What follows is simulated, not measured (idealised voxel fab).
Presented below is a process module, voxel capacitor over wiring.
The cross-section on display is named cut; it measures 190 nm wide, and its cells are 5 nm squares.
Throughout this document, each cross-section is represented as a grid of square cells and is presented as a sequence of bands enumerated from the top downward, where a band comprises one or more rows of cells.
Heights first: top, then bottom, in nm. Then materials, left to right, each with a width in nm. "all across" on a single material: fills the band edge to edge. "empty": empty space.
Heights are expressed relative to 0, this being the level below which the as-received wafer comprises one material exclusively. The lowest band is unbounded in the downward direction and is denoted as in "0..down".
Width: "30..40" (first number = top row, second number = bottom row, same change from row to row of cells).
You'll sometimes find "left unchanged" written for a step, and that's the way of saying that nowhere in the cross-section did a cell change during that step.
If an empty space has no open way to the top and is at least 8 cells in size, "Closed internal voids" lists it, written width x height at distance, where distance is measured from the left edge and every value is in nm.
Formally, on a step line, whatever follows the settings is a remark that the simulator itself makes on the step.
If you see "overlay nm" on a step's line and that step has a mask, it's telling you how far right of where it was planned the mask ended up; a negative number means it went left instead.

# Process steps foreseen in the plan
1) RECEIVE: material Si
2) CONFORMAL_DEP: material SiO2, thk nm 15
3) CONFORMAL_DEP: material SiCN, thk nm 5
4) DIRECTIONAL_DEP: material lowk, thk nm 20
5) PATTERN: tone open, mask id METAL_1, material resist, width nm 30, pitch nm 95, thk nm 15, overlay nm 0
6) DIRECTIONAL_ETCH: etch materials lowk, depth nm 20
7) DIRECTIONAL_ETCH: etch materials SiCN, depth nm 5
8) STRIP: etch materials resist
9) CONFORMAL_DEP: material TiN, thk nm 5
10) FILL_DEP: material Ru, thk nm 5
11) CMP: height nm 40
12) EPI: material Ru, thk nm 5
13) FILL_DEP: material SiCN, thk nm 5
14) DIRECTIONAL_DEP: material SiO2, thk nm 10
15) PATTERN: tone open, mask id PLUG_1, material resist, width nm 15, thk nm 15, overlay nm 0
16) DIRECTIONAL_ETCH: etch materials SiO2, depth nm 10
17) DIRECTIONAL_ETCH: etch materials SiCN, depth nm 5
18) STRIP: etch materials resist
19) EPI: material Ru, thk nm 10
20) EPI: material Ru, thk nm 5
21) DIRECTIONAL_DEP: material TiN, thk nm 10
22) DIRECTIONAL_DEP: material HfO2, thk nm 5
23) DIRECTIONAL_DEP: material TiN, thk nm 5
24) PATTERN: tone cover, mask id UPPER_PLATE, material resist, width nm 70, thk nm 15, overlay nm 0
25) DIRECTIONAL_ETCH: etch materials TiN, depth nm 5
26) DIRECTIONAL_ETCH: etch materials HfO2, depth nm 5
27) STRIP: etch materials resist
28) MASKED_ETCH: tone cover, mask id LOWER_PLATE, width nm 80, etch materials TiN, depth nm 10, overlay nm 0
29) FILL_DEP: material SiO2, thk nm 15
30) CMP: height nm 90
31) DIRECTIONAL_DEP: material aC, thk nm 15
32) PATTERN: tone open, mask id PLUG_2, material resist, width nm 15, thk nm 35, overlay nm 0
33) DIRECTIONAL_ETCH: etch materials aC, depth nm 15
34) STRIP: etch materials resist
35) DIRECTIONAL_ETCH: etch materials SiO2, depth nm 10
36) STRIP: etch materials aC
37) CONFORMAL_DEP: material TiN, thk nm 5
38) FILL_DEP: material Ru, thk nm 5
39) CMP: height nm 90
40) CONFORMAL_DEP: material SiCN, thk nm 5

# First out of two wafers; run went to plan

# Wafer at receipt (post step 1), cross-section
0..down  Si all across
Closed internal voids: none

# Presented here is a cross-section of the wafer after step 2 has been performed
15..0  SiO2 all across
Heights below 0 show no change.

# Presented here is a cross-section of the wafer after step 3 has been performed
20..15  SiCN all across
Heights below 15 show no change.

# Presented here is a cross-section of the wafer after step 4 has been performed
40..20  lowk all across
Heights below 20 show no change.

# Presented here is a cross-section of the wafer after step 5 has been performed
55..40  30 nm resist | 30 nm empty | 65 nm resist | 30 nm empty | 35 nm resist
Heights below 40 show no change.

# Presented here is a cross-section of the wafer after step 6 has been performed
55..40  30 nm resist | 30 nm empty | 65 nm resist | 30 nm empty | 35 nm resist
40..20  30 nm lowk | 30 nm empty | 65 nm lowk | 30 nm empty | 35 nm lowk
Heights below 20 show no change.

# Presented here is a cross-section of the wafer after step 7 has been performed
55..40  30 nm resist | 30 nm empty | 65 nm resist | 30 nm empty | 35 nm resist
40..20  30 nm lowk | 30 nm empty | 65 nm lowk | 30 nm empty | 35 nm lowk
20..15  30 nm SiCN | 30 nm empty | 65 nm SiCN | 30 nm empty | 35 nm SiCN
Heights below 15 show no change.

# Presented here is a cross-section of the wafer after step 8 has been performed
40..20  30 nm lowk | 30 nm empty | 65 nm lowk | 30 nm empty | 35 nm lowk
Heights below 20 show no change.

# Presented here is a cross-section of the wafer after step 9 has been performed
45..40  35 nm TiN | 20 nm empty | 75 nm TiN | 20 nm empty | 40 nm TiN
40..20  30 nm lowk | 5 nm TiN | 20 nm empty | 5 nm TiN | 65 nm lowk | 5 nm TiN | 20 nm empty | 5 nm TiN | 35 nm lowk
20..15  30 nm SiCN | 30 nm TiN | 65 nm SiCN | 30 nm TiN | 35 nm SiCN
Heights below 15 show no change.

# Presented here is a cross-section of the wafer after step 10 has been performed
50..45  Ru all across
45..40  35 nm TiN | 20 nm Ru | 75 nm TiN | 20 nm Ru | 40 nm TiN
40..20  30 nm lowk | 5 nm TiN | 20 nm Ru | 5 nm TiN | 65 nm lowk | 5 nm TiN | 20 nm Ru | 5 nm TiN | 35 nm lowk
Heights below 20 show no change.

# Presented here is a cross-section of the wafer after step 11 has been performed
40..20  30 nm lowk | 5 nm TiN | 20 nm Ru | 5 nm TiN | 65 nm lowk | 5 nm TiN | 20 nm Ru | 5 nm TiN | 35 nm lowk
Heights below 20 show no change.

# Presented here is a cross-section of the wafer after step 12 has been performed
45..40  25 nm empty | 40 nm Ru | 55 nm empty | 40 nm Ru | 30 nm empty
Heights below 40 show no change.

# Presented here is a cross-section of the wafer after step 13 has been performed
50..45  SiCN all across
45..40  25 nm SiCN | 40 nm Ru | 55 nm SiCN | 40 nm Ru | 30 nm SiCN
Heights below 40 show no change.

# Presented here is a cross-section of the wafer after step 14 has been performed
60..50  SiO2 all across
Heights below 50 show no change.

# Presented here is a cross-section of the wafer after step 15 has been performed
75..60  45 nm resist | 15 nm empty | 130 nm resist
Heights below 60 show no change.

# Presented here is a cross-section of the wafer after step 16 has been performed
75..60  45 nm resist | 15 nm empty | 130 nm resist
60..50  45 nm SiO2 | 15 nm empty | 130 nm SiO2
Heights below 50 show no change.

# Presented here is a cross-section of the wafer after step 17 has been performed
75..60  45 nm resist | 15 nm empty | 130 nm resist
60..50  45 nm SiO2 | 15 nm empty | 130 nm SiO2
50..45  45 nm SiCN | 15 nm empty | 130 nm SiCN
Heights below 45 show no change.

# Presented here is a cross-section of the wafer after step 18 has been performed
60..50  45 nm SiO2 | 15 nm empty | 130 nm SiO2
Heights below 50 show no change.

# Presented here is a cross-section of the wafer after step 19 has been performed
60..55  45 nm SiO2 | 15 nm empty | 130 nm SiO2
55..50  45 nm SiO2 | 15 nm Ru | 130 nm SiO2
50..45  45 nm SiCN | 15 nm Ru | 130 nm SiCN
Heights below 45 show no change.

# Presented here is a cross-section of the wafer after step 20 has been performed
60..50  45 nm SiO2 | 15 nm Ru | 130 nm SiO2
Heights below 50 show no change.

# Presented here is a cross-section of the wafer after step 21 has been performed
70..60  TiN all across
Heights below 60 show no change.

# Presented here is a cross-section of the wafer after step 22 has been performed
75..70  HfO2 all across
Heights below 70 show no change.

# Presented here is a cross-section of the wafer after step 23 has been performed
80..75  TiN all across
Heights below 75 show no change.

# Presented here is a cross-section of the wafer after step 24 has been performed
95..80  45 nm empty | 70 nm resist | 75 nm empty
Heights below 80 show no change.

# Presented here is a cross-section of the wafer after step 25 has been performed
95..80  45 nm empty | 70 nm resist | 75 nm empty
80..75  45 nm empty | 70 nm TiN | 75 nm empty
Heights below 75 show no change.

# Presented here is a cross-section of the wafer after step 26 has been performed
95..80  45 nm empty | 70 nm resist | 75 nm empty
80..75  45 nm empty | 70 nm TiN | 75 nm empty
75..70  45 nm empty | 70 nm HfO2 | 75 nm empty
Heights below 70 show no change.

# Presented here is a cross-section of the wafer after step 27 has been performed
80..75  45 nm empty | 70 nm TiN | 75 nm empty
Heights below 75 show no change.

# Presented here is a cross-section of the wafer after step 28 has been performed
80..75  45 nm empty | 70 nm TiN | 75 nm empty
75..70  45 nm empty | 70 nm HfO2 | 75 nm empty
70..60  40 nm empty | 80 nm TiN | 70 nm empty
Heights below 60 show no change.

# Presented here is a cross-section of the wafer after step 29 has been performed
95..80  SiO2 all across
80..75  45 nm SiO2 | 70 nm TiN | 75 nm SiO2
75..70  45 nm SiO2 | 70 nm HfO2 | 75 nm SiO2
70..60  40 nm SiO2 | 80 nm TiN | 70 nm SiO2
Heights below 60 show no change.

# Presented here is a cross-section of the wafer after step 30 has been performed
90..80  SiO2 all across
Heights below 80 show no change.

# Presented here is a cross-section of the wafer after step 31 has been performed
105..90  aC all across
Heights below 90 show no change.

# Presented here is a cross-section of the wafer after step 32 has been performed
140..105  55 nm resist | 15 nm empty | 120 nm resist
Heights below 105 show no change.

# Presented here is a cross-section of the wafer after step 33 has been performed
125..105  55 nm resist | 15 nm empty | 120 nm resist
105..90  55 nm aC | 15 nm empty | 120 nm aC
Heights below 90 show no change.

# Presented here is a cross-section of the wafer after step 34 has been performed
105..90  55 nm aC | 15 nm empty | 120 nm aC
Heights below 90 show no change.

# Presented here is a cross-section of the wafer after step 35 has been performed
105..90  55 nm aC | 15 nm empty | 120 nm aC
90..80  55 nm SiO2 | 15 nm empty | 120 nm SiO2
Heights below 80 show no change.

# Presented here is a cross-section of the wafer after step 36 has been performed
90..80  55 nm SiO2 | 15 nm empty | 120 nm SiO2
Heights below 80 show no change.

# Presented here is a cross-section of the wafer after step 37 has been performed
95..90  60 nm TiN | 5 nm empty | 125 nm TiN
90..85  55 nm SiO2 | 5 nm TiN | 5 nm empty | 5 nm TiN | 120 nm SiO2
85..75  55..45 nm SiO2 | 15..70 nm TiN | 120..75 nm SiO2
Heights below 75 show no change.

# Presented here is a cross-section of the wafer after step 38 has been performed
100..95  Ru all across
95..90  60 nm TiN | 5 nm Ru | 125 nm TiN
90..85  55 nm SiO2 | 5 nm TiN | 5 nm Ru | 5 nm TiN | 120 nm SiO2
Heights below 85 show no change.

# Presented here is a cross-section of the wafer after step 39 has been performed
90..85  55 nm SiO2 | 5 nm TiN | 5 nm Ru | 5 nm TiN | 120 nm SiO2
Heights below 85 show no change.

# Presented here is a cross-section of the wafer after step 40 has been performed
95..90  SiCN all across
Heights below 90 show no change.

# Second wafer. Start and plan as for the first. One mistake made in running. Agrees with the first up to and including step 28

# Planned end of step 29: second wafer, cross-section
95..80  SiCN all across
80..75  45 nm SiCN | 70 nm TiN | 75 nm SiCN
75..70  45 nm SiCN | 70 nm HfO2 | 75 nm SiCN
70..60  40 nm SiCN | 80 nm TiN | 70 nm SiCN
Heights below 60 show no change.

# Planned end of step 30: second wafer, cross-section
90..80  SiCN all across
Heights below 80 show no change.

# Planned end of step 31: second wafer, cross-section
105..90  aC all across
Heights below 90 show no change.

# Planned end of step 32: second wafer, cross-section
140..105  55 nm resist | 15 nm empty | 120 nm resist
Heights below 105 show no change.

# Planned end of step 33: second wafer, cross-section
125..105  55 nm resist | 15 nm empty | 120 nm resist
105..90  55 nm aC | 15 nm empty | 120 nm aC
Heights below 90 show no change.

# Planned end of step 34: second wafer, cross-section
105..90  55 nm aC | 15 nm empty | 120 nm aC
Heights below 90 show no change.

Planned end of step 35: second wafer, cross-section: left unchanged

# Planned end of step 36: second wafer, cross-section
90..80  SiCN all across
Heights below 80 show no change.

# Planned end of step 37: second wafer, cross-section
95..90  TiN all across
Heights below 90 show no change.

# Planned end of step 38: second wafer, cross-section
100..95  Ru all across
Heights below 95 show no change.

# Planned end of step 39: second wafer, cross-section
90..80  SiCN all across
Heights below 80 show no change.

# Planned end of step 40: second wafer, cross-section
95..80  SiCN all across
Heights below 80 show no change.
what went wrong: step 29 ran with different settings than intended, the actual operation and settings being FILL_DEP: material SiCN, thk nm 15
Upon completion, the second wafer contains, in terms of cells, a greater or smaller amount of certain materials than the first wafer: 1 fewer of Ru | 168 more of SiCN | 162 fewer of SiO2 | 5 fewer of TiN
